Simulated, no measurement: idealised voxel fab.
Process module in this document: voxel gate over fins
Square cell edge 5 nm, section width 225 nm, ID cut.
Cross-section, as written here: a square-cell grid given band by band from the top down, where a band holds one or more rows of cells. Heights first: top, then bottom, in nm. Then materials, left to right, each with a width in nm. "throughout" on a single material: fills the band edge to edge. "air": empty space. Heads up on the height convention: 0 is the point under which the incoming wafer is all one material, and the lowest band has no bottom, it just keeps going down, like "0 and below". The notation "30->40" denotes a width that varies across the rows of cells in the band, beginning at the first number in the top row, finishing at the second number in the bottom row, and changing by an identical amount from each row to the next. For the purposes of this document, the phrase "identical to before" attached to a step denotes that no cell within the cross-section was modified by that step. In the "Voids, enclosed" entry, you get each enclosed empty space of 8 cells or more, one with no open way to the top, written width x height at distance, distance from the left edge, in nm. Formally, on a step line, whatever follows the settings is a remark that the simulator itself makes on the step. overlay nm: mask offset rightward from planned place, masked step; negative means leftward offset.

Below is the list of planned process steps
1: RECEIVE [material Si]
2: CONFORMAL_DEP [material SiN] [thk nm 5]
3: PATTERN [tone cover] [mask id FINS] [material resist] [width nm 15] [pitch nm 35] [thk nm 15] [overlay nm 0]
4: DIRECTIONAL_ETCH [etch materials SiN] [depth nm 5]
5: DIRECTIONAL_ETCH [etch materials Si] [depth nm 40]
6: STRIP [etch materials resist]
7: OXIDIZE [depth nm 5]
8: FILL_DEP [material SiO2] [thk nm 15]
9: CMP [height nm 5]
10: SELECTIVE_ETCH [etch materials SiO2] [depth nm 20]
11: STRIP [etch materials SiN]
12: CONFORMAL_DEP [material HfO2] [thk nm 5]
13: CONFORMAL_DEP [material TiN] [thk nm 5]
14: FILL_DEP [material W] [thk nm 15]
15: CMP [height nm 20]
16: CONFORMAL_DEP [material SiCN] [thk nm 5]

The cross-section here shows the wafer as received, i.e. in its state after step 1
0 and below  Si throughout
Voids, enclosed: none

End-of-module XS, first of two wafers, run as planned
25 down to 20  SiCN throughout
20 down to 10  W throughout
10 down to 5  W=65 / TiN=25 / W=10 / TiN=25 / W=10 / TiN=25 / W=65
5 down to 0  W=65 / TiN=5 / HfO2=15 / TiN=5 / W=10 / TiN=5 / HfO2=15 / TiN=5 / W=10 / TiN=5 / HfO2=15 / TiN=5 / W=65
0 down to -5  W=65 / TiN=5 / HfO2=5 / Si=5 / HfO2=5 / TiN=5 / W=10 / TiN=5 / HfO2=5 / Si=5 / HfO2=5 / TiN=5 / W=10 / TiN=5 / HfO2=5 / Si=5 / HfO2=5 / TiN=5 / W=65
-5 down to -10  TiN=70 / HfO2=5 / Si=5 / HfO2=5 / TiN=20 / HfO2=5 / Si=5 / HfO2=5 / TiN=20 / HfO2=5 / Si=5 / HfO2=5 / TiN=70
-10 down to -15  HfO2=75 / Si=5 / HfO2=30 / Si=5 / HfO2=30 / Si=5 / HfO2=75
-15 down to -45  SiO2=75 / Si=5 / SiO2=30 / Si=5 / SiO2=30 / Si=5 / SiO2=75
-45 and below  Si throughout
Voids, enclosed: none

Now the second wafer, cross-sectioned at the end of the module. Nothing different at the start, nothing different in the plan compared with the first, just one mistake when it was actually run
25 down to 20  SiCN throughout
20 down to 10  W throughout
10 down to 5  TiN=75 / W=5 / TiN=30 / W=5 / TiN=30 / W=5 / TiN=75
5 down to 0  HfO2=70 / TiN=5 / W=5 / TiN=5 / HfO2=20 / TiN=5 / W=5 / TiN=5 / HfO2=20 / TiN=5 / W=5 / TiN=5 / HfO2=70
0 down to -5  Si=65 / HfO2=5 / TiN=5 / W=5 / TiN=5 / HfO2=5 / Si=10 / HfO2=5 / TiN=5 / W=5 / TiN=5 / HfO2=5 / Si=10 / HfO2=5 / TiN=5 / W=5 / TiN=5 / HfO2=5 / Si=65
-5 down to -10  Si=65 / HfO2=5 / TiN=15 / HfO2=5 / Si=10 / HfO2=5 / TiN=15 / HfO2=5 / Si=10 / HfO2=5 / TiN=15 / HfO2=5 / Si=65
-10 down to -15  Si=65 / HfO2=25 / Si=10 / HfO2=25 / Si=10 / HfO2=25 / Si=65
-15 down to -45  Si=65 / SiO2=25 / Si=10 / SiO2=25 / Si=10 / SiO2=25 / Si=65
-45 and below  Si throughout
Voids, enclosed: none
Heads up, the wafer didn't run the way we planned it: step 3 was run on a setting that differed from the plan, and what really ran there is PATTERN [tone open] [mask id FINS] [material resist] [width nm 15] [pitch nm 35] [thk nm 15] [overlay nm 0]
FYI, end of process, the second wafer has more or fewer cells of some materials than the first: Si: 243 more; SiO2: 162 fewer; W: 81 fewer
